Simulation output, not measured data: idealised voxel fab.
process module | voxel self aligned contacts
cross-section cut | 185 nm wide | cells 5 nm
A cross-section is a grid of square cells, given in bands from the top down. A band is one or more rows of cells.
Each band's line starts with the height of the band's top and of its bottom, in nm. Then come its materials from left to right, each with its width in nm. One material with "throughout" fills the band from edge to edge. "air" is empty space.
Height 0 is the level under which the wafer as received is all one material. The lowest band goes on downwards, as in "0 down".
A width such as "30 to 40" changes by the same amount from each row of cells to the next, from the band's top row to its bottom row.
"no change" after a step means that no cell of the cross-section changed.
closed voids: empty space of 8 cells or more with no open way to the top, each as width x height at its distance from the left edge, in nm
after a step's settings: what the simulator itself notes on the step
overlay nm, on a step with a mask: how far to the right of its planned place the mask lay; to the left if negative
plan
1 op RECEIVE | material Si
2 op OXIDIZE | depth nm 5
3 op DIRECTIONAL_DEP | material polySi | thk nm 30
4 op DIRECTIONAL_DEP | material SiN | thk nm 15
5 op PATTERN | tone cover | mask id GATE | material resist | width nm 25 | pitch nm 50 | thk nm 15 | overlay nm 0
6 op DIRECTIONAL_ETCH | etch materials SiN | depth nm 15
7 op DIRECTIONAL_ETCH | etch materials polySi | depth nm 30
8 op STRIP | etch materials resist
9 op CONFORMAL_DEP | material SiN | thk nm 5
10 op DIRECTIONAL_ETCH | etch materials SiN | depth nm 5
11 op FILL_DEP | material SiO2 | thk nm 15
12 op CMP | height nm 50
13 op MASKED_ETCH | tone open | mask id CONTACT | width nm 35 | etch materials SiO2 | depth nm 55 | overlay nm 0
14 op CONFORMAL_DEP | material TiN | thk nm 5
15 op FILL_DEP | material W | thk nm 5
16 op CMP | height nm 50
17 op CONFORMAL_DEP | material SiCN | thk nm 5
as received, after step 1
  0 down: Si throughout
  closed voids: none
a wafer at the end: this start, this plan, one mistake
  55 to 50: SiCN throughout
  50 to 45: SiO2 75 | TiN 5 | W 5 | TiN 25 | SiO2 75
  45 to 30: SiO2 40 | SiN 35 | TiN 5 | W 5 | TiN 5 | SiN 35 | SiO2 60
  30 to 0: SiO2 40 | SiN 5 | polySi 25 | SiN 5 | TiN 5 | W 5 | TiN 5 | SiN 5 | polySi 25 | SiN 5 | SiO2 60
  0 to -5: SiO2 75 | TiN 15 | SiO2 95
  -5 down: Si throughout
  closed voids: none
what went wrong: step 5 ran as: op PATTERN | tone cover | mask id GATE | material resist | width nm 25 | pitch nm 50 | thk nm 15 | overlay nm -10
